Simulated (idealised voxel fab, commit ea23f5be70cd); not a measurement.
process module | voxel gate over fins
cross-section cut | 280 nm wide | cells 5 nm
A cross-section is a grid of square cells, given in bands from the top down. A band is one or more rows of cells.
Each band's line starts with the height of the band's top and of its bottom, in nm. Then come its materials from left to right, each with its width in nm. One material with "throughout" fills the band from edge to edge. "air" is empty space.
Height 0 is the level under which the wafer as received is all one material. The lowest band goes on downwards, as in "0 down".
A width such as "30 to 40" changes by the same amount from each row of cells to the next, from the band's top row to its bottom row.
"no change" after a step means that no cell of the cross-section changed.
closed voids: empty space of 8 cells or more with no open way to the top, each as width x height at its distance from the left edge, in nm
after a step's settings: what the simulator itself notes on the step
overlay nm, on a step with a mask: how far to the right of its planned place the mask lay; to the left if negative
plan
1 op RECEIVE | material Si
2 op CONFORMAL_DEP | material SiN | thk nm 10
3 op MASKED_ETCH | tone cover | mask id FINS | width nm 15 | pitch nm 55 | etch materials SiN | depth nm 10 | overlay nm -15
4 op MASKED_ETCH | tone cover | mask id FINS | width nm 15 | pitch nm 55 | etch materials Si | depth nm 40 | overlay nm 0
5 op FILL_DEP | material SiO2 | thk nm 15
6 op CMP | height nm 10
7 op DIRECTIONAL_DEP | material aC | thk nm 10
8 op PATTERN | tone open | mask id RAIL | material resist | width nm 15 | thk nm 25 | overlay nm 0
9 op DIRECTIONAL_ETCH | etch materials aC | depth nm 10
10 op STRIP | etch materials resist
11 op DIRECTIONAL_ETCH | etch materials SiO2 | depth nm 45
12 op STRIP | etch materials aC
13 op CONFORMAL_DEP | material TiN | thk nm 5
14 op FILL_DEP | material Ru | thk nm 5
15 op CMP | height nm 10
16 op SELECTIVE_ETCH | etch materials W Ru TiN | depth nm 30
17 op FILL_DEP | material SiO2 | thk nm 5
18 op CMP | height nm 10
19 op SELECTIVE_ETCH | etch materials SiO2 | depth nm 25
20 op STRIP | etch materials SiN
21 op CONFORMAL_DEP | material HfO2 | thk nm 5
22 op CONFORMAL_DEP | material TiN | thk nm 5
23 op CONFORMAL_DEP | material TiAl | thk nm 5
24 op CONFORMAL_DEP | material TiN | thk nm 5
25 op FILL_DEP | material W | thk nm 15
26 op CMP | height nm 30
27 op CONFORMAL_DEP | material SiN | thk nm 10
varied across the wafers: overlay nm of step 3. The plan shows the first wafer's value. All wafers start alike
first wafer as received, after step 1
  0 down: Si throughout
  closed voids: none
first wafer at the end, after step 27
  40 to 30: SiN throughout
  30 to 20: W throughout
  20 to 15: W 15 | TiN 235 | W 30
  15 to 10: W 15 | TiN 5 | TiAl 225 | TiN 5 | W 30
  10 to 5: W 15 | TiN 5 | TiAl 5 | TiN 50 | TiAl 5 | TiN 50 | TiAl 5 | TiN 50 | TiAl 5 | TiN 50 | TiAl 5 | TiN 5 | W 30
  5 to 0: TiN 20 | TiAl 5 | TiN 5 | HfO2 40 | TiN 5 | TiAl 5 | TiN 5 | HfO2 40 | TiN 5 | TiAl 5 | TiN 5 | HfO2 40 | TiN 5 | TiAl 5 | TiN 5 | HfO2 40 | TiN 5 | TiAl 5 | TiN 35
  0 to -5: TiAl 25 | TiN 5 | HfO2 5 | Si 30 | HfO2 5 | TiN 5 | TiAl 5 | TiN 5 | HfO2 5 | Si 30 | HfO2 5 | TiN 5 | TiAl 5 | TiN 5 | HfO2 5 | Si 30 | HfO2 5 | TiN 5 | TiAl 5 | TiN 5 | HfO2 5 | Si 30 | HfO2 5 | TiN 5 | TiAl 40
  -5 to -10: TiN 30 | HfO2 5 | Si 30 | HfO2 5 | TiN 15 | HfO2 5 | Si 30 | HfO2 5 | TiN 15 | HfO2 5 | Si 30 | HfO2 5 | TiN 15 | HfO2 5 | Si 30 | HfO2 5 | TiN 45
  -10 to -15: HfO2 35 | Si 30 | HfO2 25 | Si 30 | HfO2 25 | Si 30 | HfO2 25 | Si 30 | HfO2 50
  -15 to -20: SiO2 35 | Si 30 | SiO2 25 | Si 30 | SiO2 25 | Si 30 | SiO2 25 | Si 30 | SiO2 50
  -20 to -30: SiO2 35 | Si 30 | SiO2 10 | TiN 5 | Ru 5 | TiN 5 | Si 30 | SiO2 25 | Si 30 | SiO2 25 | Si 30 | SiO2 50
  -30 to -35: SiO2 35 | Si 30 | SiO2 10 | TiN 15 | Si 30 | SiO2 25 | Si 30 | SiO2 25 | Si 30 | SiO2 50
  -35 to -40: SiO2 35 | Si 30 | SiO2 25 | Si 30 | SiO2 25 | Si 30 | SiO2 25 | Si 30 | SiO2 50
  -40 down: Si throughout
  closed voids: none
last wafer at the end
  40 to 30: SiN throughout
  30 to 20: W throughout
  20 to 15: W 30 | TiN 235 | W 15
  15 to 10: W 30 | TiN 5 | TiAl 225 | TiN 5 | W 15
  10 to 5: W 30 | TiN 5 | TiAl 5 | TiN 50 | TiAl 5 | TiN 50 | TiAl 5 | TiN 50 | TiAl 5 | TiN 50 | TiAl 5 | TiN 5 | W 15
  5 to 0: TiN 35 | TiAl 5 | TiN 5 | HfO2 40 | TiN 5 | TiAl 5 | TiN 5 | HfO2 40 | TiN 5 | TiAl 5 | TiN 5 | HfO2 40 | TiN 5 | TiAl 5 | TiN 5 | HfO2 40 | TiN 5 | TiAl 5 | TiN 20
  0 to -5: TiAl 40 | TiN 5 | HfO2 5 | Si 30 | HfO2 5 | TiN 5 | TiAl 5 | TiN 5 | HfO2 5 | Si 30 | HfO2 5 | TiN 5 | TiAl 5 | TiN 5 | HfO2 5 | Si 30 | HfO2 5 | TiN 5 | TiAl 5 | TiN 5 | HfO2 5 | Si 30 | HfO2 5 | TiN 5 | TiAl 25
  -5 to -10: TiN 45 | HfO2 5 | Si 30 | HfO2 5 | TiN 15 | HfO2 5 | Si 30 | HfO2 5 | TiN 15 | HfO2 5 | Si 30 | HfO2 5 | TiN 15 | HfO2 5 | Si 30 | HfO2 5 | TiN 30
  -10 to -15: HfO2 50 | Si 30 | HfO2 25 | Si 30 | HfO2 25 | Si 30 | HfO2 25 | Si 30 | HfO2 35
  -15 to -20: SiO2 50 | Si 30 | SiO2 25 | Si 30 | SiO2 25 | Si 30 | SiO2 25 | Si 30 | SiO2 35
  -20 to -35: SiO2 50 | Si 30 | TiN 10 | SiO2 15 | Si 30 | SiO2 25 | Si 30 | SiO2 25 | Si 30 | SiO2 35
  -35 to -40: SiO2 50 | Si 30 | SiO2 25 | Si 30 | SiO2 25 | Si 30 | SiO2 25 | Si 30 | SiO2 35
  -40 down: Si throughout
  closed voids: none
each wafer at the end: cells of each material gained (+) or lost (-) since it was received, then its closed voids
overlay nm -15 | +80 HfO2 | +2 Ru | -256 Si | +112 SiN | +151 SiO2 | +71 TiAl | +149 TiN | +139 W | closed voids: none
overlay nm -10 | +80 HfO2 | +2 Ru | -288 Si | +112 SiN | +171 SiO2 | +80 TiAl | +149 TiN | +142 W | closed voids: none
overlay nm -5 | +80 HfO2 | +2 Ru | -320 Si | +112 SiN | +191 SiO2 | +80 TiAl | +158 TiN | +145 W | closed voids: none
overlay nm 0 | +80 HfO2 | +2 Ru | -352 Si | +112 SiN | +211 SiO2 | +80 TiAl | +167 TiN | +148 W | closed voids: none
overlay nm 5 | +80 HfO2 | +2 Ru | -320 Si | +112 SiN | +191 SiO2 | +80 TiAl | +158 TiN | +145 W | closed voids: none
overlay nm 10 | +80 HfO2 | +2 Ru | -288 Si | +112 SiN | +171 SiO2 | +80 TiAl | +149 TiN | +142 W | closed voids: none
overlay nm 15 | +80 HfO2 | -256 Si | +112 SiN | +154 SiO2 | +71 TiAl | +148 TiN | +139 W | closed voids: none
